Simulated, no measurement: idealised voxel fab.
Name of the process module below: voxel capacitor over wiring
Cross-section cut spans 170 nm and uses square cells 5 nm in size.
Reading order for cross-sections: top band down to bottom band. Underlying form: a grid of square cells. Band size: one or more rows of cells.
Heads up on the band format: heights come first, top then bottom, in nm. After that it's the materials left to right, each with its width in nm. A single material flagged "everywhere" fills the whole band edge to edge, and "blank" means there's empty space there.
Heights from 0 (as-received wafer is one material below). Bottom band endless downward, as "0 -> down".
Width spec "30..40" -> top row of cells at first value, bottom row at second value, equal per-row change in between.
Step note "nothing different" = no cross-section cell changed.
In "Closed void inventory" the enclosed voids are listed, meaning empty spaces of 8 cells or larger without any opening to the top. The form is width x height at distance, distance from the left edge, units nm.
Anything after a step's settings on that line? It's the simulator's own note about the step.
The "overlay nm" setting may appear on a step's line; for a step that uses a mask, it gives how far to the right of its planned position the mask lay, and a negative value indicates the left.

## Planned process steps
| 1 | RECEIVE,material Si |
| 2 | CONFORMAL_DEP,material SiO2,thk nm 10 |
| 3 | CONFORMAL_DEP,material SiCN,thk nm 5 |
| 4 | DIRECTIONAL_DEP,material lowk,thk nm 25 |
| 5 | MASKED_ETCH,tone open,mask id METAL_1,width nm 30,pitch nm 100,etch materials lowk,depth nm 25,overlay nm 0 |
| 6 | MASKED_ETCH,tone open,mask id METAL_1,width nm 30,pitch nm 100,etch materials SiCN,depth nm 5,overlay nm 0 |
| 7 | CONFORMAL_DEP,material TiN,thk nm 5 |
| 8 | FILL_DEP,material Ru,thk nm 5 |
| 9 | CMP,height nm 40 |
| 10 | CONFORMAL_DEP,material SiCN,thk nm 5 |
| 11 | DIRECTIONAL_DEP,material SiO2,thk nm 10 |
| 12 | DIRECTIONAL_DEP,material aC,thk nm 10 |
| 13 | PATTERN,tone open,mask id PLUG_1,material resist,width nm 15,thk nm 30,overlay nm 0 |
| 14 | DIRECTIONAL_ETCH,etch materials aC,depth nm 10 |
| 15 | STRIP,etch materials resist |
| 16 | DIRECTIONAL_ETCH,etch materials SiO2,depth nm 10 |
| 17 | DIRECTIONAL_ETCH,etch materials SiCN,depth nm 5 |
| 18 | STRIP,etch materials aC |
| 19 | EPI,material Ru,thk nm 10 |
| 20 | EPI,material Ru,thk nm 5 |
| 21 | DIRECTIONAL_DEP,material TiN,thk nm 5 |
| 22 | DIRECTIONAL_DEP,material SiN,thk nm 5 |
| 23 | DIRECTIONAL_DEP,material TiN,thk nm 5 |
| 24 | DIRECTIONAL_DEP,material aC,thk nm 10 |
| 25 | PATTERN,tone cover,mask id UPPER_PLATE,material resist,width nm 75,thk nm 30,overlay nm 0 |
| 26 | DIRECTIONAL_ETCH,etch materials aC,depth nm 10 |
| 27 | STRIP,etch materials resist |
| 28 | DIRECTIONAL_ETCH,etch materials TiN,depth nm 5 |
| 29 | DIRECTIONAL_ETCH,etch materials SiN,depth nm 5 |
| 30 | STRIP,etch materials aC |
| 31 | PATTERN,tone cover,mask id LOWER_PLATE,material resist,width nm 85,thk nm 20,overlay nm 0 |
| 32 | DIRECTIONAL_ETCH,etch materials TiN,depth nm 5 |
| 33 | STRIP,etch materials resist |
| 34 | FILL_DEP,material SiO2,thk nm 20 |
| 35 | CMP,height nm 85 |
| 36 | PATTERN,tone open,mask id PLUG_2,material resist,width nm 15,thk nm 15,overlay nm 0 |
| 37 | DIRECTIONAL_ETCH,etch materials SiO2,depth nm 15 |
| 38 | STRIP,etch materials resist |
| 39 | CONFORMAL_DEP,material TiN,thk nm 5 |
| 40 | FILL_DEP,material W,thk nm 10 |
| 41 | CMP,height nm 85 |
| 42 | CONFORMAL_DEP,material SiN,thk nm 5 |

## Wafer, first of two, run as planned

## Wafer cross-section on receipt, i.e. after step 1
	0 -> down = Si everywhere
	Closed void inventory: none

## Cross-section of the wafer subsequent to step 2
	10 -> 0 = SiO2 everywhere
	Heights below 0 show no change.

## Cross-section of the wafer subsequent to step 3
	15 -> 10 = SiCN everywhere
	Heights below 10 show no change.

## Cross-section of the wafer subsequent to step 4
	40 -> 15 = lowk everywhere
	Heights below 15 show no change.

## Cross-section of the wafer subsequent to step 5
	40 -> 15 = 20 nm lowk; 30 nm blank; 70 nm lowk; 30 nm blank; 20 nm lowk
	Heights below 15 show no change.

## Cross-section of the wafer subsequent to step 6
	40 -> 15 = 20 nm lowk; 30 nm blank; 70 nm lowk; 30 nm blank; 20 nm lowk
	15 -> 10 = 20 nm SiCN; 30 nm blank; 70 nm SiCN; 30 nm blank; 20 nm SiCN
	Heights below 10 show no change.

## Cross-section of the wafer subsequent to step 7
	45 -> 40 = 25 nm TiN; 20 nm blank; 80 nm TiN; 20 nm blank; 25 nm TiN
	40 -> 15 = 20 nm lowk; 5 nm TiN; 20 nm blank; 5 nm TiN; 70 nm lowk; 5 nm TiN; 20 nm blank; 5 nm TiN; 20 nm lowk
	15 -> 10 = 20 nm SiCN; 30 nm TiN; 70 nm SiCN; 30 nm TiN; 20 nm SiCN
	Heights below 10 show no change.

## Cross-section of the wafer subsequent to step 8
	50 -> 45 = Ru everywhere
	45 -> 40 = 25 nm TiN; 20 nm Ru; 80 nm TiN; 20 nm Ru; 25 nm TiN
	40 -> 15 = 20 nm lowk; 5 nm TiN; 20 nm Ru; 5 nm TiN; 70 nm lowk; 5 nm TiN; 20 nm Ru; 5 nm TiN; 20 nm lowk
	Heights below 15 show no change.

## Cross-section of the wafer subsequent to step 9
	40 -> 15 = 20 nm lowk; 5 nm TiN; 20 nm Ru; 5 nm TiN; 70 nm lowk; 5 nm TiN; 20 nm Ru; 5 nm TiN; 20 nm lowk
	Heights below 15 show no change.

## Cross-section of the wafer subsequent to step 10
	45 -> 40 = SiCN everywhere
	Heights below 40 show no change.

## Cross-section of the wafer subsequent to step 11
	55 -> 45 = SiO2 everywhere
	Heights below 45 show no change.

## Cross-section of the wafer subsequent to step 12
	65 -> 55 = aC everywhere
	Heights below 55 show no change.

## Cross-section of the wafer subsequent to step 13
	95 -> 65 = 35 nm resist; 15 nm blank; 120 nm resist
	Heights below 65 show no change.

## Cross-section of the wafer subsequent to step 14
	85 -> 65 = 35 nm resist; 15 nm blank; 120 nm resist
	65 -> 55 = 35 nm aC; 15 nm blank; 120 nm aC
	Heights below 55 show no change.

## Cross-section of the wafer subsequent to step 15
	65 -> 55 = 35 nm aC; 15 nm blank; 120 nm aC
	Heights below 55 show no change.

## Cross-section of the wafer subsequent to step 16
	65 -> 55 = 35 nm aC; 15 nm blank; 120 nm aC
	55 -> 45 = 35 nm SiO2; 15 nm blank; 120 nm SiO2
	Heights below 45 show no change.

## Cross-section of the wafer subsequent to step 17
	65 -> 55 = 35 nm aC; 15 nm blank; 120 nm aC
	55 -> 45 = 35 nm SiO2; 15 nm blank; 120 nm SiO2
	45 -> 40 = 35 nm SiCN; 15 nm blank; 120 nm SiCN
	Heights below 40 show no change.

## Cross-section of the wafer subsequent to step 18
	55 -> 45 = 35 nm SiO2; 15 nm blank; 120 nm SiO2
	Heights below 45 show no change.

## Cross-section of the wafer subsequent to step 19
	55 -> 50 = 35 nm SiO2; 15 nm blank; 120 nm SiO2
	50 -> 45 = 35 nm SiO2; 15 nm Ru; 120 nm SiO2
	45 -> 40 = 35 nm SiCN; 15 nm Ru; 120 nm SiCN
	Heights below 40 show no change.

## Cross-section of the wafer subsequent to step 20
	55 -> 45 = 35 nm SiO2; 15 nm Ru; 120 nm SiO2
	Heights below 45 show no change.

## Cross-section of the wafer subsequent to step 21
	60 -> 55 = TiN everywhere
	Heights below 55 show no change.

## Cross-section of the wafer subsequent to step 22
	65 -> 60 = SiN everywhere
	Heights below 60 show no change.

## Cross-section of the wafer subsequent to step 23
	70 -> 65 = TiN everywhere
	Heights below 65 show no change.

## Cross-section of the wafer subsequent to step 24
	80 -> 70 = aC everywhere
	Heights below 70 show no change.

## Cross-section of the wafer subsequent to step 25
	110 -> 80 = 35 nm blank; 75 nm resist; 60 nm blank
	Heights below 80 show no change.

## Cross-section of the wafer subsequent to step 26
	100 -> 80 = 35 nm blank; 75 nm resist; 60 nm blank
	80 -> 70 = 35 nm blank; 75 nm aC; 60 nm blank
	Heights below 70 show no change.

## Cross-section of the wafer subsequent to step 27
	80 -> 70 = 35 nm blank; 75 nm aC; 60 nm blank
	Heights below 70 show no change.

## Cross-section of the wafer subsequent to step 28
	80 -> 70 = 35 nm blank; 75 nm aC; 60 nm blank
	70 -> 65 = 35 nm blank; 75 nm TiN; 60 nm blank
	Heights below 65 show no change.

## Cross-section of the wafer subsequent to step 29
	80 -> 70 = 35 nm blank; 75 nm aC; 60 nm blank
	70 -> 65 = 35 nm blank; 75 nm TiN; 60 nm blank
	65 -> 60 = 35 nm blank; 75 nm SiN; 60 nm blank
	Heights below 60 show no change.

## Cross-section of the wafer subsequent to step 30
	70 -> 65 = 35 nm blank; 75 nm TiN; 60 nm blank
	Heights below 65 show no change.

## Cross-section of the wafer subsequent to step 31
	90 -> 70 = 30 nm blank; 85 nm resist; 55 nm blank
	70 -> 65 = 30 nm blank; 5 nm resist; 75 nm TiN; 5 nm resist; 55 nm blank
	65 -> 60 = 30 nm blank; 5 nm resist; 75 nm SiN; 5 nm resist; 55 nm blank
	Heights below 60 show no change.

## Cross-section of the wafer subsequent to step 32
	90 -> 70 = 30 nm blank; 85 nm resist; 55 nm blank
	70 -> 65 = 30 nm blank; 5 nm resist; 75 nm TiN; 5 nm resist; 55 nm blank
	65 -> 60 = 30 nm blank; 5 nm resist; 75 nm SiN; 5 nm resist; 55 nm blank
	60 -> 55 = 30 nm blank; 85 nm TiN; 55 nm blank
	Heights below 55 show no change.

## Cross-section of the wafer subsequent to step 33
	70 -> 65 = 35 nm blank; 75 nm TiN; 60 nm blank
	65 -> 60 = 35 nm blank; 75 nm SiN; 60 nm blank
	Heights below 60 show no change.

## Cross-section of the wafer subsequent to step 34
	90 -> 70 = SiO2 everywhere
	70 -> 65 = 35 nm SiO2; 75 nm TiN; 60 nm SiO2
	65 -> 60 = 35 nm SiO2; 75 nm SiN; 60 nm SiO2
	60 -> 55 = 30 nm SiO2; 85 nm TiN; 55 nm SiO2
	Heights below 55 show no change.

## Cross-section of the wafer subsequent to step 35
	85 -> 70 = SiO2 everywhere
	Heights below 70 show no change.

## Cross-section of the wafer subsequent to step 36
	100 -> 85 = 45 nm resist; 15 nm blank; 110 nm resist
	Heights below 85 show no change.

## Cross-section of the wafer subsequent to step 37
	100 -> 85 = 45 nm resist; 15 nm blank; 110 nm resist
	85 -> 70 = 45 nm SiO2; 15 nm blank; 110 nm SiO2
	Heights below 70 show no change.

## Cross-section of the wafer subsequent to step 38
	85 -> 70 = 45 nm SiO2; 15 nm blank; 110 nm SiO2
	Heights below 70 show no change.

## Cross-section of the wafer subsequent to step 39
	90 -> 85 = 50 nm TiN; 5 nm blank; 115 nm TiN
	85 -> 75 = 45 nm SiO2; 5 nm TiN; 5 nm blank; 5 nm TiN; 110 nm SiO2
	75 -> 65 = 45..35 nm SiO2; 15..75 nm TiN; 110..60 nm SiO2
	Heights below 65 show no change.

## Cross-section of the wafer subsequent to step 40
	100 -> 90 = W everywhere
	90 -> 85 = 50 nm TiN; 5 nm W; 115 nm TiN
	85 -> 75 = 45 nm SiO2; 5 nm TiN; 5 nm W; 5 nm TiN; 110 nm SiO2
	Heights below 75 show no change.

## Cross-section of the wafer subsequent to step 41
	85 -> 75 = 45 nm SiO2; 5 nm TiN; 5 nm W; 5 nm TiN; 110 nm SiO2
	Heights below 75 show no change.

## Cross-section of the wafer subsequent to step 42
	90 -> 85 = SiN everywhere
	Heights below 85 show no change.

## Second wafer. Start and plan as for the first. One mistake made in running. Agrees with the first up to and including step 35

## Here is the second wafer in cross-section at the point where step 36 of the plan should have been done
	100 -> 85 = 40 nm resist; 25 nm blank; 105 nm resist
	Heights below 85 show no change.

## Here is the second wafer in cross-section at the point where step 37 of the plan should have been done
	100 -> 85 = 40 nm resist; 25 nm blank; 105 nm resist
	85 -> 70 = 40 nm SiO2; 25 nm blank; 105 nm SiO2
	Heights below 70 show no change.

## Here is the second wafer in cross-section at the point where step 38 of the plan should have been done
	85 -> 70 = 40 nm SiO2; 25 nm blank; 105 nm SiO2
	Heights below 70 show no change.

## Here is the second wafer in cross-section at the point where step 39 of the plan should have been done
	90 -> 85 = 45 nm TiN; 15 nm blank; 110 nm TiN
	85 -> 75 = 40 nm SiO2; 5 nm TiN; 15 nm blank; 5 nm TiN; 105 nm SiO2
	75 -> 65 = 40..35 nm SiO2; 25..75 nm TiN; 105..60 nm SiO2
	Heights below 65 show no change.

## Here is the second wafer in cross-section at the point where step 40 of the plan should have been done
	100 -> 90 = W everywhere
	90 -> 85 = 45 nm TiN; 15 nm W; 110 nm TiN
	85 -> 75 = 40 nm SiO2; 5 nm TiN; 15 nm W; 5 nm TiN; 105 nm SiO2
	Heights below 75 show no change.

## Here is the second wafer in cross-section at the point where step 41 of the plan should have been done
	85 -> 75 = 40 nm SiO2; 5 nm TiN; 15 nm W; 5 nm TiN; 105 nm SiO2
	Heights below 75 show no change.

## Here is the second wafer in cross-section at the point where step 42 of the plan should have been done
	90 -> 85 = SiN everywhere
	Heights below 85 show no change.
Deviation noted in wafer processing: it should be noted that step 36 was executed with settings other than those planned, the operation and settings actually applied being PATTERN,tone open,mask id PLUG_2,material resist,width nm 25,thk nm 15,overlay nm 0
Wafer comparison, final, in cells, second relative to first, materials more or fewer: 6 fewer of SiO2; 2 more of TiN; 4 more of W
